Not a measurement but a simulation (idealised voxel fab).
This section sets out a process module, namely voxel ribs on slabs.
The figure presents cross-section cut, which has a width of 175 nm and is divided into square cells with an edge length of 5 nm.
In this document a cross-section is written as a grid of square cells. It is given as a series of bands, listed from the top down, and a band is one or more rows of cells.
Top, bottom (nm), then materials left to right with widths (nm); lone material tagged "full width" fills the whole band edge to edge; "empty" = empty space.
Measure heights from 0. That's the level where, below it, the as-received wafer is all one material. The lowest band is bottomless and extends downward; write it as in "0 nm and below".
Width spec "30..40" -> top row of cells at first value, bottom row at second value, equal per-row change in between.
Any step labelled "left unchanged" changed none of the cells in the cross-section.
You'll see "Fully sealed voids" listing empty spaces that have no way open to the top, as long as they're 8 cells or more; the notation is width x height at distance, where the distance is from the left edge, and all of it is in nm.
Text after the settings on a step's line: the simulator's own remark on that step.
overlay nm: for a step with a mask, the amount by which the mask lay right of where it was planned; a negative amount means left of it.

THE STEPS PLANNED FOR THE PROCESS ARE AS FOLLOWS
| 1 | RECEIVE [material Si] |
| 2 | DIRECTIONAL_DEP [material SiO2] [thk nm 25] |
| 3 | DIRECTIONAL_DEP [material SiN] [thk nm 25] |
| 4 | DIRECTIONAL_DEP [material aC] [thk nm 10] |
| 5 | PATTERN [tone cover] [mask id RIB] [material resist] [width nm 25] [thk nm 25] [overlay nm 0] |
| 6 | DIRECTIONAL_ETCH [etch materials aC] [depth nm 10] |
| 7 | STRIP [etch materials resist] |
| 8 | DIRECTIONAL_ETCH [etch materials SiN] [depth nm 20] |
| 9 | STRIP [etch materials aC] |
| 10 | PATTERN [tone cover] [mask id SLAB] [material resist] [width nm 65] [thk nm 20] [overlay nm 0] |
| 11 | DIRECTIONAL_ETCH [etch materials SiN] [depth nm 5] |
| 12 | STRIP [etch materials resist] |
| 13 | FILL_DEP [material SiO2] [thk nm 25] |
| 14 | CMP [height nm 65] |
| 15 | DIRECTIONAL_DEP [material TiN] [thk nm 5] |
| 16 | PATTERN [tone cover] [mask id HEATER] [material resist] [width nm 35] [thk nm 15] [overlay nm 0] |
| 17 | DIRECTIONAL_ETCH [etch materials TiN] [depth nm 5] |
| 18 | STRIP [etch materials resist] |
| 19 | CONFORMAL_DEP [material SiN] [thk nm 5] |

INCOMING WAFER, CROSS-SECTIONAL VIEW, POST STEP 1
> 0 nm and below = Si full width
> Fully sealed voids: none

WAFER AT MODULE END, IN SECTION. BEGAN AS ABOVE, PLANNED AS ABOVE, RUN WITH ONE MISTAKE
> 75 nm to 70 nm = 65 of empty, 45 of SiN, 65 of empty
> 70 nm to 65 nm = 70 of SiN, 35 of TiN, 70 of SiN
> 65 nm to 50 nm = SiO2 full width
> 50 nm to 30 nm = 75 of SiO2, 25 of SiN, 75 of SiO2
> 30 nm to 25 nm = 55 of SiO2, 65 of SiN, 55 of SiO2
> 25 nm to 0 nm = SiN full width
> 0 nm and below = Si full width
> Fully sealed voids: none
In executing the process, a mistake was made relative to the plan: step 2 was not run as planned; what actually ran was DIRECTIONAL_DEP [material SiN] [thk nm 25]
